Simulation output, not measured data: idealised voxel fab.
The following is a process module called voxel transistor to metal.
Xsec cut, 175 nm wide, square cell size 5 nm.
If you're reading a cross-section in this doc, picture square cells in a grid; it comes to you as bands, top ones listed first down to the bottom, and a band can be one or more rows of cells. Each band's line starts with the height of the band's top and of its bottom, in nm. Then come its materials from left to right, each with its width in nm. One material with "edge to edge" fills the band from edge to edge. "empty" is empty space. For the purposes of this specification, 0 denotes the height below which the wafer in its as-received condition is composed wholly of one material, and the lowermost band, lacking a lower limit, extends downward without end, as expressed in "from 0 down". A width given as "30 to 40" starts at the first number in the band's top row and ends at the second number in its bottom row, shifting by an equal amount at every step from row to row. You'll sometimes find "remained the same" written for a step, and that's the way of saying that nowhere in the cross-section did a cell change during that step. Entry "Voids, sealed" = empty spaces >= 8 cells with no open way to the top; each as width x height at distance, distance from left edge, all nm. Whatever follows a step's settings on its line is a remark the simulator itself makes about that step. overlay nm: for a step with a mask, the amount by which the mask lay right of where it was planned; a negative amount means left of it. Each pair below shows a cross-section before one step and the cross-section after it, down to the lowest band that changed. The line under each pair gives the step between them, with its settings. The pairs can come from different runs of this module on the same starting wafer, so a pair continues from the pair above only where its "State before step" says so.

[State before step]
* from 25 to 15 | empty 75 nm | SiCN 25 nm | empty 75 nm
* from 15 to 0 | empty 75 nm | polySi 25 nm | empty 75 nm
* from 0 to -5 | SiO2 25 nm | empty 50 nm | polySi 25 nm | empty 50 nm | SiO2 25 nm
* from -5 to -10 | SiO2 25 nm | empty 15 nm | SiO2 95 nm | empty 15 nm | SiO2 25 nm
* from -10 to -15 | SiO2 45 nm | Si 85 nm | SiO2 45 nm
* from -15 to -35 | SiO2 40 nm | Si 95 nm | SiO2 40 nm
* from -35 down | Si edge to edge
* Voids, sealed: none

[State After Step]
* from 30 to 25 | empty 70 nm | SiO2 35 nm | empty 70 nm
* from 25 to 15 | empty 70 nm | SiO2 5 nm | SiCN 25 nm | SiO2 5 nm | empty 70 nm
* from 15 to 5 | empty 70 nm | SiO2 5 nm | polySi 25 nm | SiO2 5 nm | empty 70 nm
* from 5 to -5 | SiO2 30 nm | empty 40 to 5 nm | SiO2 5 to 40 nm | polySi 25 nm | SiO2 5 to 40 nm | empty 40 to 5 nm | SiO2 30 nm
* from -5 to -10 | SiO2 edge to edge
* below -10: unchanged
* Voids, sealed: none
The step carried out between the cross-section before it and the cross-section after it, both shown above, is CONFORMAL_DEP [material SiO2] [thk nm 5]

State before step: per the after cross-section of the pair just above.

[State After Step]
* from 25 to 15 | empty 70 nm | SiO2 5 nm | SiCN 25 nm | SiO2 5 nm | empty 70 nm
* from 15 to 0 | empty 70 nm | SiO2 5 nm | polySi 25 nm | SiO2 5 nm | empty 70 nm
* from 0 to -5 | SiO2 30 nm | empty 40 nm | SiO2 5 nm | polySi 25 nm | SiO2 5 nm | empty 40 nm | SiO2 30 nm
* from -5 to -10 | SiO2 30 nm | empty 5 nm | SiO2 105 nm | empty 5 nm | SiO2 30 nm
* below -10: unchanged
* Voids, sealed: none
The step carried out between the cross-section before it and the cross-section after it, both shown above, is DIRECTIONAL_ETCH [etch materials SiO2] [depth nm 5]

State before step: per the after cross-section of the pair just above.

[State After Step]
* from 35 to 25 | empty 60 nm | SiN 55 nm | empty 60 nm
* from 25 to 15 | empty 60 nm | SiN 10 nm | SiO2 5 nm | SiCN 25 nm | SiO2 5 nm | SiN 10 nm | empty 60 nm
* from 15 to 10 | empty 60 nm | SiN 10 nm | SiO2 5 nm | polySi 25 nm | SiO2 5 nm | SiN 10 nm | empty 60 nm
* from 10 to 5 | SiN 40 nm | empty 20 nm | SiN 10 nm | SiO2 5 nm | polySi 25 nm | SiO2 5 nm | SiN 10 nm | empty 20 nm | SiN 40 nm
* from 5 to 0 | SiN 70 nm | SiO2 5 nm | polySi 25 nm | SiO2 5 nm | SiN 70 nm
* from 0 to -5 | SiO2 30 nm | SiN 40 nm | SiO2 5 nm | polySi 25 nm | SiO2 5 nm | SiN 40 nm | SiO2 30 nm
* from -5 to -10 | SiO2 30 nm | SiN 5 nm | SiO2 105 nm | SiN 5 nm | SiO2 30 nm
* below -10: unchanged
* Voids, sealed: none
The step carried out between the cross-section before it and the cross-section after it, both shown above, is CONFORMAL_DEP [material SiN] [thk nm 10]

State before step: per the after cross-section of the pair just above.

[State After Step]
* from 25 to 15 | empty 60 nm | SiN 10 nm | SiO2 5 nm | SiCN 25 nm | SiO2 5 nm | SiN 10 nm | empty 60 nm
* from 15 to 0 | empty 60 nm | SiN 10 nm | SiO2 5 nm | polySi 25 nm | SiO2 5 nm | SiN 10 nm | empty 60 nm
* from 0 to -5 | SiO2 30 nm | SiN 10 nm | empty 20 nm | SiN 10 nm | SiO2 5 nm | polySi 25 nm | SiO2 5 nm | SiN 10 nm | empty 20 nm | SiN 10 nm | SiO2 30 nm
* below -5: unchanged
* Voids, sealed: none
The step carried out between the cross-section before it and the cross-section after it, both shown above, is DIRECTIONAL_ETCH [etch materials SiN] [depth nm 10]

State before step: per the after cross-section of the pair just above.

[State After Step]
* from 25 to 20 | empty 60 nm | SiN 10 nm | empty 5 nm | SiCN 25 nm | empty 5 nm | SiN 10 nm | empty 60 nm
* from 20 to 15 | empty 60 nm | SiN 10 nm | SiO2 5 nm | SiCN 25 nm | SiO2 5 nm | SiN 10 nm | empty 60 nm
* from 15 to 0 | empty 60 nm | SiN 10 nm | SiO2 5 nm | polySi 25 nm | SiO2 5 nm | SiN 10 nm | empty 60 nm
* from 0 to -5 | empty 30 nm | SiN 10 nm | empty 20 nm | SiN 10 nm | SiO2 5 nm | polySi 25 nm | SiO2 5 nm | SiN 10 nm | empty 20 nm | SiN 10 nm | empty 30 nm
* from -5 to -10 | SiO2 30 nm | SiN 5 nm | SiO2 5 nm | empty 20 nm | SiO2 55 nm | empty 20 nm | SiO2 5 nm | SiN 5 nm | SiO2 30 nm
* below -10: unchanged
* Voids, sealed: none
The step carried out between the cross-section before it and the cross-section after it, both shown above, is DIRECTIONAL_ETCH [etch materials SiO2] [depth nm 5]

State before step: per the after cross-section of the pair just above.

[State After Step]
* from 25 to 20 | empty 60 nm | SiN 10 nm | empty 5 nm | SiCN 25 nm | empty 5 nm | SiN 10 nm | empty 60 nm
* from 20 to 15 | empty 60 nm | SiN 10 nm | SiO2 5 nm | SiCN 25 nm | SiO2 5 nm | SiN 10 nm | empty 60 nm
* from 15 to 0 | empty 60 nm | SiN 10 nm | SiO2 5 nm | polySi 25 nm | SiO2 5 nm | SiN 10 nm | empty 60 nm
* from 0 to -5 | empty 30 nm | SiN 10 nm | empty 20 nm | SiN 10 nm | SiO2 5 nm | polySi 25 nm | SiO2 5 nm | SiN 10 nm | empty 20 nm | SiN 10 nm | empty 30 nm
* from -5 to -10 | SiO2 30 nm | SiN 5 nm | SiO2 5 nm | empty 20 nm | SiO2 55 nm | empty 20 nm | SiO2 5 nm | SiN 5 nm | SiO2 30 nm
* from -10 to -15 | SiO2 45 nm | empty 15 nm | Si 55 nm | empty 15 nm | SiO2 45 nm
* from -15 to -25 | SiO2 40 nm | Si 5 nm | empty 15 nm | Si 55 nm | empty 15 nm | Si 5 nm | SiO2 40 nm
* below -25: unchanged
* Voids, sealed: none
The step carried out between the cross-section before it and the cross-section after it, both shown above, is DIRECTIONAL_ETCH [etch materials Si] [depth nm 15]

State before step: per the after cross-section of the pair just above.

[State After Step]
* from 25 to 20 | empty 60 nm | SiN 10 nm | empty 5 nm | SiCN 25 nm | empty 5 nm | SiN 10 nm | empty 60 nm
* from 20 to 15 | empty 60 nm | SiN 10 nm | SiO2 5 nm | SiCN 25 nm | SiO2 5 nm | SiN 10 nm | empty 60 nm
* from 15 to 5 | empty 60 nm | SiN 10 nm | SiO2 5 nm | polySi 25 nm | SiO2 5 nm | SiN 10 nm | empty 60 nm
* from 5 to 0 | empty 45 nm | nSi 15 nm | SiN 10 nm | SiO2 5 nm | polySi 25 nm | SiO2 5 nm | SiN 10 nm | nSi 15 nm | empty 45 nm
* from 0 to -5 | empty 30 nm | SiN 10 nm | nSi 20 nm | SiN 10 nm | SiO2 5 nm | polySi 25 nm | SiO2 5 nm | SiN 10 nm | nSi 20 nm | SiN 10 nm | empty 30 nm
* from -5 to -10 | SiO2 30 nm | SiN 5 nm | SiO2 5 nm | nSi 20 nm | SiO2 55 nm | nSi 20 nm | SiO2 5 nm | SiN 5 nm | SiO2 30 nm
* from -10 to -15 | SiO2 45 nm | nSi 15 nm | Si 55 nm | nSi 15 nm | SiO2 45 nm
* from -15 to -25 | SiO2 40 nm | Si 5 nm | nSi 15 nm | Si 55 nm | nSi 15 nm | Si 5 nm | SiO2 40 nm
* below -25: unchanged
* Voids, sealed: none
The step carried out between the cross-section before it and the cross-section after it, both shown above, is EPI [material nSi] [thk nm 15]

State before step: per the after cross-section of the pair just above.

[State After Step]
* from 30 to 25 | SiO2 edge to edge
* from 25 to 15 | SiO2 60 nm | SiN 10 nm | SiO2 5 nm | SiCN 25 nm | SiO2 5 nm | SiN 10 nm | SiO2 60 nm
* from 15 to 5 | SiO2 60 nm | SiN 10 nm | SiO2 5 nm | polySi 25 nm | SiO2 5 nm | SiN 10 nm | SiO2 60 nm
* from 5 to 0 | SiO2 45 nm | nSi 15 nm | SiN 10 nm | SiO2 5 nm | polySi 25 nm | SiO2 5 nm | SiN 10 nm | nSi 15 nm | SiO2 45 nm
* from 0 to -5 | SiO2 30 nm | SiN 10 nm | nSi 20 nm | SiN 10 nm | SiO2 5 nm | polySi 25 nm | SiO2 5 nm | SiN 10 nm | nSi 20 nm | SiN 10 nm | SiO2 30 nm
* below -5: unchanged
* Voids, sealed: none
The step carried out between the cross-section before it and the cross-section after it, both shown above, is FILL_DEP [material SiO2] [thk nm 5]

State before step: per the after cross-section of the pair just above.

[State After Step]
* from 15 to 5 | SiO2 60 nm | SiN 10 nm | SiO2 5 nm | polySi 25 nm | SiO2 5 nm | SiN 10 nm | SiO2 60 nm
* below 5: unchanged
* Voids, sealed: none
The step carried out between the cross-section before it and the cross-section after it, both shown above, is CMP [height nm 15]

State before step: per the after cross-section of the pair just above.

[State After Step]
* from 15 to 5 | SiO2 60 nm | SiN 10 nm | SiO2 5 nm | empty 25 nm | SiO2 5 nm | SiN 10 nm | SiO2 60 nm
* from 5 to 0 | SiO2 45 nm | nSi 15 nm | SiN 10 nm | SiO2 5 nm | empty 25 nm | SiO2 5 nm | SiN 10 nm | nSi 15 nm | SiO2 45 nm
* from 0 to -5 | SiO2 30 nm | SiN 10 nm | nSi 20 nm | SiN 10 nm | SiO2 5 nm | empty 25 nm | SiO2 5 nm | SiN 10 nm | nSi 20 nm | SiN 10 nm | SiO2 30 nm
* below -5: unchanged
* Voids, sealed: none
The step carried out between the cross-section before it and the cross-section after it, both shown above, is STRIP [etch materials polySi]

State before step: per the after cross-section of the pair just above.

[State After Step]
* from 15 to 10 | empty 60 nm | SiN 10 nm | empty 35 nm | SiN 10 nm | empty 60 nm
* from 10 to 5 | SiO2 60 nm | SiN 10 nm | empty 35 nm | SiN 10 nm | SiO2 60 nm
* from 5 to 0 | SiO2 45 nm | nSi 15 nm | SiN 10 nm | empty 35 nm | SiN 10 nm | nSi 15 nm | SiO2 45 nm
* from 0 to -5 | SiO2 30 nm | SiN 10 nm | nSi 20 nm | SiN 10 nm | empty 35 nm | SiN 10 nm | nSi 20 nm | SiN 10 nm | SiO2 30 nm
* from -5 to -10 | SiO2 30 nm | SiN 5 nm | SiO2 5 nm | nSi 20 nm | SiO2 10 nm | empty 35 nm | SiO2 10 nm | nSi 20 nm | SiO2 5 nm | SiN 5 nm | SiO2 30 nm
* below -10: unchanged
* Voids, sealed: none
The step carried out between the cross-section before it and the cross-section after it, both shown above, is SELECTIVE_ETCH [etch materials SiO2] [depth nm 5]

State before step: per the after cross-section of the pair just above.

[State After Step]
* from 20 to 15 | empty 55 nm | HfO2 20 nm | empty 25 nm | HfO2 20 nm | empty 55 nm
* from 15 to 10 | HfO2 60 nm | SiN 10 nm | HfO2 5 nm | empty 25 nm | HfO2 5 nm | SiN 10 nm | HfO2 60 nm
* from 10 to 5 | SiO2 60 nm | SiN 10 nm | HfO2 5 nm | empty 25 nm | HfO2 5 nm | SiN 10 nm | SiO2 60 nm
* from 5 to 0 | SiO2 45 nm | nSi 15 nm | SiN 10 nm | HfO2 5 nm | empty 25 nm | HfO2 5 nm | SiN 10 nm | nSi 15 nm | SiO2 45 nm
* from 0 to -5 | SiO2 30 nm | SiN 10 nm | nSi 20 nm | SiN 10 nm | HfO2 5 nm | empty 25 nm | HfO2 5 nm | SiN 10 nm | nSi 20 nm | SiN 10 nm | SiO2 30 nm
* from -5 to -10 | SiO2 30 nm | SiN 5 nm | SiO2 5 nm | nSi 20 nm | SiO2 10 nm | HfO2 35 nm | SiO2 10 nm | nSi 20 nm | SiO2 5 nm | SiN 5 nm | SiO2 30 nm
* below -10: unchanged
* Voids, sealed: none
The step carried out between the cross-section before it and the cross-section after it, both shown above, is CONFORMAL_DEP [material HfO2] [thk nm 5]

State before step: per the after cross-section of the pair just above.

[State After Step]
* from 25 to 20 | empty 50 nm | TiN 30 nm | empty 15 nm | TiN 30 nm | empty 50 nm
* from 20 to 15 | TiN 55 nm | HfO2 20 nm | TiN 5 nm | empty 15 nm | TiN 5 nm | HfO2 20 nm | TiN 55 nm
* from 15 to 10 | HfO2 60 nm | SiN 10 nm | HfO2 5 nm | TiN 5 nm | empty 15 nm | TiN 5 nm | HfO2 5 nm | SiN 10 nm | HfO2 60 nm
* from 10 to 5 | SiO2 60 nm | SiN 10 nm | HfO2 5 nm | TiN 5 nm | empty 15 nm | TiN 5 nm | HfO2 5 nm | SiN 10 nm | SiO2 60 nm
* from 5 to 0 | SiO2 45 nm | nSi 15 nm | SiN 10 nm | HfO2 5 nm | TiN 5 nm | empty 15 nm | TiN 5 nm | HfO2 5 nm | SiN 10 nm | nSi 15 nm | SiO2 45 nm
* from 0 to -5 | SiO2 30 nm | SiN 10 nm | nSi 20 nm | SiN 10 nm | HfO2 5 nm | TiN 25 nm | HfO2 5 nm | SiN 10 nm | nSi 20 nm | SiN 10 nm | SiO2 30 nm
* below -5: unchanged
* Voids, sealed: none
The step carried out between the cross-section before it and the cross-section after it, both shown above, is CONFORMAL_DEP [material TiN] [thk nm 5]

State before step: per the after cross-section of the pair just above.

[State After Step]
* from 35 to 25 | W edge to edge
* from 25 to 20 | W 50 nm | TiN 30 nm | W 15 nm | TiN 30 nm | W 50 nm
* from 20 to 15 | TiN 55 nm | HfO2 20 nm | TiN 5 nm | W 15 nm | TiN 5 nm | HfO2 20 nm | TiN 55 nm
* from 15 to 10 | HfO2 60 nm | SiN 10 nm | HfO2 5 nm | TiN 5 nm | W 15 nm | TiN 5 nm | HfO2 5 nm | SiN 10 nm | HfO2 60 nm
* from 10 to 5 | SiO2 60 nm | SiN 10 nm | HfO2 5 nm | TiN 5 nm | W 15 nm | TiN 5 nm | HfO2 5 nm | SiN 10 nm | SiO2 60 nm
* from 5 to 0 | SiO2 45 nm | nSi 15 nm | SiN 10 nm | HfO2 5 nm | TiN 5 nm | W 15 nm | TiN 5 nm | HfO2 5 nm | SiN 10 nm | nSi 15 nm | SiO2 45 nm
* below 0: unchanged
* Voids, sealed: none
The step carried out between the cross-section before it and the cross-section after it, both shown above, is FILL_DEP [material W] [thk nm 10]

State before step: per the after cross-section of the pair just above.

[State After Step]
* from 10 to 5 | SiO2 60 nm | SiN 10 nm | HfO2 5 nm | TiN 5 nm | W 15 nm | TiN 5 nm | HfO2 5 nm | SiN 10 nm | SiO2 60 nm
* below 5: unchanged
* Voids, sealed: none
The step carried out between the cross-section before it and the cross-section after it, both shown above, is CMP [height nm 10]

State before step: per the after cross-section of the pair just above.

[State After Step]
* from 25 to 10 | SiO2 edge to edge
* below 10: unchanged
* Voids, sealed: none
The step carried out between the cross-section before it and the cross-section after it, both shown above, is DIRECTIONAL_DEP [material SiO2] [thk nm 15]

State before step: per the after cross-section of the pair just above.

[State After Step]
* from 35 to 25 | aC edge to edge
* below 25: unchanged
* Voids, sealed: none
The step carried out between the cross-section before it and the cross-section after it, both shown above, is DIRECTIONAL_DEP [material aC] [thk nm 10]

State before step: per the after cross-section of the pair just above.

[State After Step]
* from 65 to 35 | resist 40 nm | empty 20 nm | resist 55 nm | empty 20 nm | resist 40 nm
* below 35: unchanged
* Voids, sealed: none
The step carried out between the cross-section before it and the cross-section after it, both shown above, is PATTERN [tone open] [mask id CONTACT] [material resist] [width nm 20] [pitch nm 75] [thk nm 30] [overlay nm 0]

State before step: per the after cross-section of the pair just above.

[State After Step]
* from 55 to 35 | resist 40 nm | empty 20 nm | resist 55 nm | empty 20 nm | resist 40 nm
* from 35 to 25 | aC 40 nm | empty 20 nm | aC 55 nm | empty 20 nm | aC 40 nm
* below 25: unchanged
* Voids, sealed: none
The step carried out between the cross-section before it and the cross-section after it, both shown above, is DIRECTIONAL_ETCH [etch materials aC] [depth nm 10]

State before step: per the after cross-section of the pair just above.

[State After Step]
* from 35 to 25 | aC 40 nm | empty 20 nm | aC 55 nm | empty 20 nm | aC 40 nm
* below 25: unchanged
* Voids, sealed: none
The step carried out between the cross-section before it and the cross-section after it, both shown above, is STRIP [etch materials resist]

State before step: per the after cross-section of the pair just above.

[State After Step]
* from 35 to 25 | aC 40 nm | empty 20 nm | aC 55 nm | empty 20 nm | aC 40 nm
* from 25 to 10 | SiO2 40 nm | empty 20 nm | SiO2 55 nm | empty 20 nm | SiO2 40 nm
* from 10 to 5 | SiO2 40 nm | empty 20 nm | SiN 10 nm | HfO2 5 nm | TiN 5 nm | W 15 nm | TiN 5 nm | HfO2 5 nm | SiN 10 nm | empty 20 nm | SiO2 40 nm
* below 5: unchanged
* Voids, sealed: none
The step carried out between the cross-section before it and the cross-section after it, both shown above, is DIRECTIONAL_ETCH [etch materials SiO2] [depth nm 20]

State before step: per the after cross-section of the pair just above.

[State After Step]
* from 25 to 10 | SiO2 40 nm | empty 20 nm | SiO2 55 nm | empty 20 nm | SiO2 40 nm
* below 10: unchanged
* Voids, sealed: none
The step carried out between the cross-section before it and the cross-section after it, both shown above, is STRIP [etch materials aC]

State before step: per the after cross-section of the pair just above.

[State After Step]
* from 30 to 25 | TiN 45 nm | empty 10 nm | TiN 65 nm | empty 10 nm | TiN 45 nm
* from 25 to 10 | SiO2 40 nm | TiN 5 nm | empty 10 nm | TiN 5 nm | SiO2 55 nm | TiN 5 nm | empty 10 nm | TiN 5 nm | SiO2 40 nm
* from 10 to 5 | SiO2 40 nm | TiN 20 nm | SiN 10 nm | HfO2 5 nm | TiN 5 nm | W 15 nm | TiN 5 nm | HfO2 5 nm | SiN 10 nm | TiN 20 nm | SiO2 40 nm
* below 5: unchanged
* Voids, sealed: none
The step carried out between the cross-section before it and the cross-section after it, both shown above, is CONFORMAL_DEP [material TiN] [thk nm 5]

State before step: per the after cross-section of the pair just above.

[State After Step]
* from 40 to 30 | W edge to edge
* from 30 to 25 | TiN 45 nm | W 10 nm | TiN 65 nm | W 10 nm | TiN 45 nm
* from 25 to 10 | SiO2 40 nm | TiN 5 nm | W 10 nm | TiN 5 nm | SiO2 55 nm | TiN 5 nm | W 10 nm | TiN 5 nm | SiO2 40 nm
* below 10: unchanged
* Voids, sealed: none
The step carried out between the cross-section before it and the cross-section after it, both shown above, is FILL_DEP [material W] [thk nm 10]

State before step: per the after cross-section of the pair just above.

[State After Step]
* from 25 to 10 | SiO2 40 nm | TiN 5 nm | W 10 nm | TiN 5 nm | SiO2 55 nm | TiN 5 nm | W 10 nm | TiN 5 nm | SiO2 40 nm
* below 10: unchanged
* Voids, sealed: none
The step carried out between the cross-section before it and the cross-section after it, both shown above, is CMP [height nm 25]

State before step: per the after cross-section of the pair just above.

[State After Step]
* from 30 to 25 | TiN edge to edge
* below 25: unchanged
* Voids, sealed: none
The step carried out between the cross-section before it and the cross-section after it, both shown above, is DIRECTIONAL_DEP [material TiN] [thk nm 5]

State before step: per the after cross-section of the pair just above.

[State After Step]
* from 45 to 30 | W edge to edge
* below 30: unchanged
* Voids, sealed: none
The step carried out between the cross-section before it and the cross-section after it, both shown above, is DIRECTIONAL_DEP [material W] [thk nm 15]

State before step: per the after cross-section of the pair just above.

[State After Step]
* from 65 to 45 | empty 40 nm | resist 20 nm | empty 55 nm | resist 20 nm | empty 40 nm
* below 45: unchanged
* Voids, sealed: none
The step carried out between the cross-section before it and the cross-section after it, both shown above, is PATTERN [tone cover] [mask id METAL_1] [material resist] [width nm 20] [pitch nm 75] [thk nm 20] [overlay nm 0]

State before step: per the after cross-section of the pair just above.

[State After Step]
* from 65 to 45 | empty 40 nm | resist 20 nm | empty 55 nm | resist 20 nm | empty 40 nm
* from 45 to 30 | empty 40 nm | W 20 nm | empty 55 nm | W 20 nm | empty 40 nm
* below 30: unchanged
* Voids, sealed: none
The step carried out between the cross-section before it and the cross-section after it, both shown above, is DIRECTIONAL_ETCH [etch materials W] [depth nm 15]

State before step: per the after cross-section of the pair just above.

[State After Step]
* from 65 to 45 | empty 40 nm | resist 20 nm | empty 55 nm | resist 20 nm | empty 40 nm
* from 45 to 30 | empty 40 nm | W 20 nm | empty 55 nm | W 20 nm | empty 40 nm
* from 30 to 25 | empty 40 nm | TiN 20 nm | empty 55 nm | TiN 20 nm | empty 40 nm
* below 25: unchanged
* Voids, sealed: none
The step carried out between the cross-section before it and the cross-section after it, both shown above, is DIRECTIONAL_ETCH [etch materials TiN] [depth nm 5]

State before step: per the after cross-section of the pair just above.

[State After Step]
* from 45 to 30 | empty 40 nm | W 20 nm | empty 55 nm | W 20 nm | empty 40 nm
* below 30: unchanged
* Voids, sealed: none
The step carried out between the cross-section before it and the cross-section after it, both shown above, is STRIP [etch materials resist]

State before step: per the after cross-section of the pair just above.

[State After Step]
* from 55 to 45 | SiO2 edge to edge
* from 45 to 30 | SiO2 40 nm | W 20 nm | SiO2 55 nm | W 20 nm | SiO2 40 nm
* from 30 to 25 | SiO2 40 nm | TiN 20 nm | SiO2 55 nm | TiN 20 nm | SiO2 40 nm
* below 25: unchanged
* Voids, sealed: none
The step carried out between the cross-section before it and the cross-section after it, both shown above, is FILL_DEP [material SiO2] [thk nm 10]

State before step: per the after cross-section of the pair just above.

[State After Step]
* from 45 to 30 | SiO2 40 nm | W 20 nm | SiO2 55 nm | W 20 nm | SiO2 40 nm
* below 30: unchanged
* Voids, sealed: none
The step carried out between the cross-section before it and the cross-section after it, both shown above, is CMP [height nm 45]

State before step: per the after cross-section of the pair just above.

[State After Step]
* from 50 to 45 | SiCN edge to edge
* below 45: unchanged
* Voids, sealed: none
The step carried out between the cross-section before it and the cross-section after it, both shown above, is CONFORMAL_DEP [material SiCN] [thk nm 5]

State before step: per the after cross-section of the pair just above.

[State After Step]
* from 75 to 50 | SiO2 edge to edge
* below 50: unchanged
* Voids, sealed: none
The step carried out between the cross-section before it and the cross-section after it, both shown above, is DIRECTIONAL_DEP [material SiO2] [thk nm 25]

State before step: per the after cross-section of the pair just above.

[State After Step]
* from 75 to 60 | SiO2 40 nm | empty 20 nm | SiO2 55 nm | empty 20 nm | SiO2 40 nm
* below 60: unchanged
* Voids, sealed: none
The step carried out between the cross-section before it and the cross-section after it, both shown above, is MASKED_ETCH [tone open] [mask id METAL_2] [width nm 20] [pitch nm 75] [etch materials SiO2] [depth nm 15] [overlay nm 0]

State before step: per the after cross-section of the pair just above.

[State After Step]
* from 75 to 60 | SiO2 40 nm | empty 20 nm | SiO2 55 nm | empty 20 nm | SiO2 40 nm
* from 60 to 50 | SiO2 40 nm | empty 15 nm | SiO2 60 nm | empty 15 nm | SiO2 45 nm
* below 50: unchanged
* Voids, sealed: none
The step carried out between the cross-section before it and the cross-section after it, both shown above, is MASKED_ETCH [tone open] [mask id METAL_2_HOLES] [width nm 15] [pitch nm 75] [etch materials SiO2] [depth nm 10] [overlay nm 0]

State before step: per the after cross-section of the pair just above.

[State After Step]
* from 75 to 60 | SiO2 40 nm | empty 20 nm | SiO2 55 nm | empty 20 nm | SiO2 40 nm
* from 60 to 50 | SiO2 40 nm | empty 15 nm | SiO2 60 nm | empty 15 nm | SiO2 45 nm
* from 50 to 45 | SiCN 40 nm | empty 15 nm | SiCN 60 nm | empty 15 nm | SiCN 45 nm
* below 45: unchanged
* Voids, sealed: none
The step carried out between the cross-section before it and the cross-section after it, both shown above, is MASKED_ETCH [tone open] [mask id METAL_2_HOLES] [width nm 15] [pitch nm 75] [etch materials SiCN] [depth nm 5] [overlay nm 0]

State before step: per the after cross-section of the pair just above.

[State After Step]
* from 80 to 75 | TiN 45 nm | empty 10 nm | TiN 65 nm | empty 10 nm | TiN 45 nm
* from 75 to 65 | SiO2 40 nm | TiN 5 nm | empty 10 nm | TiN 5 nm | SiO2 55 nm | TiN 5 nm | empty 10 nm | TiN 5 nm | SiO2 40 nm
* from 65 to 60 | SiO2 40 nm | TiN 5 nm | empty 5 nm | TiN 10 nm | SiO2 55 nm | TiN 5 nm | empty 5 nm | TiN 10 nm | SiO2 40 nm
* from 60 to 50 | SiO2 40 nm | TiN 5 nm | empty 5 nm | TiN 5 nm | SiO2 60 nm | TiN 5 nm | empty 5 nm | TiN 5 nm | SiO2 45 nm
* from 50 to 45 | SiCN 40 nm | TiN 15 nm | SiCN 60 nm | TiN 15 nm | SiCN 45 nm
* below 45: unchanged
* Voids, sealed: none
The step carried out between the cross-section before it and the cross-section after it, both shown above, is CONFORMAL_DEP [material TiN] [thk nm 5]

State before step: per the after cross-section of the pair just above.

[State After Step]
* from 85 to 80 | Cu edge to edge
* from 80 to 75 | TiN 45 nm | Cu 10 nm | TiN 65 nm | Cu 10 nm | TiN 45 nm
* from 75 to 65 | SiO2 40 nm | TiN 5 nm | Cu 10 nm | TiN 5 nm | SiO2 55 nm | TiN 5 nm | Cu 10 nm | TiN 5 nm | SiO2 40 nm
* from 65 to 60 | SiO2 40 nm | TiN 5 nm | Cu 5 nm | TiN 10 nm | SiO2 55 nm | TiN 5 nm | Cu 5 nm | TiN 10 nm | SiO2 40 nm
* from 60 to 50 | SiO2 40 nm | TiN 5 nm | Cu 5 nm | TiN 5 nm | SiO2 60 nm | TiN 5 nm | Cu 5 nm | TiN 5 nm | SiO2 45 nm
* below 50: unchanged
* Voids, sealed: none
The step carried out between the cross-section before it and the cross-section after it, both shown above, is FILL_DEP [material Cu] [thk nm 5]

State before step: per the after cross-section of the pair just above.

[State After Step]
* from 75 to 65 | SiO2 40 nm | TiN 5 nm | Cu 10 nm | TiN 5 nm | SiO2 55 nm | TiN 5 nm | Cu 10 nm | TiN 5 nm | SiO2 40 nm
* below 65: unchanged
* Voids, sealed: none
The step carried out between the cross-section before it and the cross-section after it, both shown above, is CMP [height nm 75]

State before step: per the after cross-section of the pair just above.

[State After Step]
* from 80 to 75 | SiN edge to edge
* below 75: unchanged
* Voids, sealed: none
The step carried out between the cross-section before it and the cross-section after it, both shown above, is CONFORMAL_DEP [material SiN] [thk nm 5]

[State before step]
* from 10 to 0 | empty 35 nm | SiN 105 nm | empty 35 nm
* from 0 to -5 | empty 35 nm | SiO2 105 nm | empty 35 nm
* from -5 to -30 | empty 35 nm | Si 105 nm | empty 35 nm
* from -30 down | Si edge to edge
* Voids, sealed: none

[State After Step]
* from 10 to 0 | empty 35 nm | SiN 105 nm | empty 35 nm
* from 0 to -5 | empty 35 nm | SiO2 105 nm | empty 35 nm
* from -5 to -30 | empty 35 nm | SiO2 10 nm | Si 85 nm | SiO2 10 nm | empty 35 nm
* from -30 to -40 | SiO2 45 nm | Si 85 nm | SiO2 45 nm
* below -40: unchanged
* Voids, sealed: none
The step carried out between the cross-section before it and the cross-section after it, both shown above, is OXIDIZE [depth nm 10]

State before step: per the after cross-section of the pair just above.

[State After Step]
* from 25 to 10 | SiO2 edge to edge
* from 10 to 0 | SiO2 35 nm | SiN 105 nm | SiO2 35 nm
* from 0 to -5 | SiO2 edge to edge
* from -5 to -40 | SiO2 45 nm | Si 85 nm | SiO2 45 nm
* below -40: unchanged
* Voids, sealed: none
The step carried out between the cross-section before it and the cross-section after it, both shown above, is FILL_DEP [material SiO2] [thk nm 15]

State before step: per the after cross-section of the pair just above.

[State After Step]
* from 10 to 0 | SiO2 35 nm | SiN 105 nm | SiO2 35 nm
* below 0: unchanged
* Voids, sealed: none
The step carried out between the cross-section before it and the cross-section after it, both shown above, is CMP [height nm 10]

State before step: per the after cross-section of the pair just above.

[State After Step]
* from 10 to 5 | empty 35 nm | SiN 105 nm | empty 35 nm
* below 5: unchanged
* Voids, sealed: none
The step carried out between the cross-section before it and the cross-section after it, both shown above, is SELECTIVE_ETCH [etch materials SiO2] [depth nm 5]

State before step: per the after cross-section of the pair just above.

[State After Step]
* from 5 to 0 | SiO2 35 nm | empty 105 nm | SiO2 35 nm
* below 0: unchanged
* Voids, sealed: none
The step carried out between the cross-section before it and the cross-section after it, both shown above, is STRIP [etch materials SiN]

State before step: per the after cross-section of the pair just above.

[State After Step]
* from 0 to -5 | SiO2 30 nm | empty 115 nm | SiO2 30 nm
* below -5: unchanged
* Voids, sealed: none
The step carried out between the cross-section before it and the cross-section after it, both shown above, is SELECTIVE_ETCH [etch materials SiO2] [depth nm 5]

State before step: per the after cross-section of the pair just above.

[State After Step]
* from 0 to -5 | SiO2 30 nm | empty 115 nm | SiO2 30 nm
* from -5 to -10 | SiO2 edge to edge
* below -10: unchanged
* Voids, sealed: none
The step carried out between the cross-section before it and the cross-section after it, both shown above, is OXIDIZE [depth nm 5]

State before step: per the after cross-section of the pair just above.

[State After Step]
* from 20 to 15 | polySi 30 nm | empty 115 nm | polySi 30 nm
* from 15 to 0 | polySi edge to edge
* from 0 to -5 | SiO2 30 nm | polySi 115 nm | SiO2 30 nm
* below -5: unchanged
* Voids, sealed: none
The step carried out between the cross-section before it and the cross-section after it, both shown above, is DIRECTIONAL_DEP [material polySi] [thk nm 20]
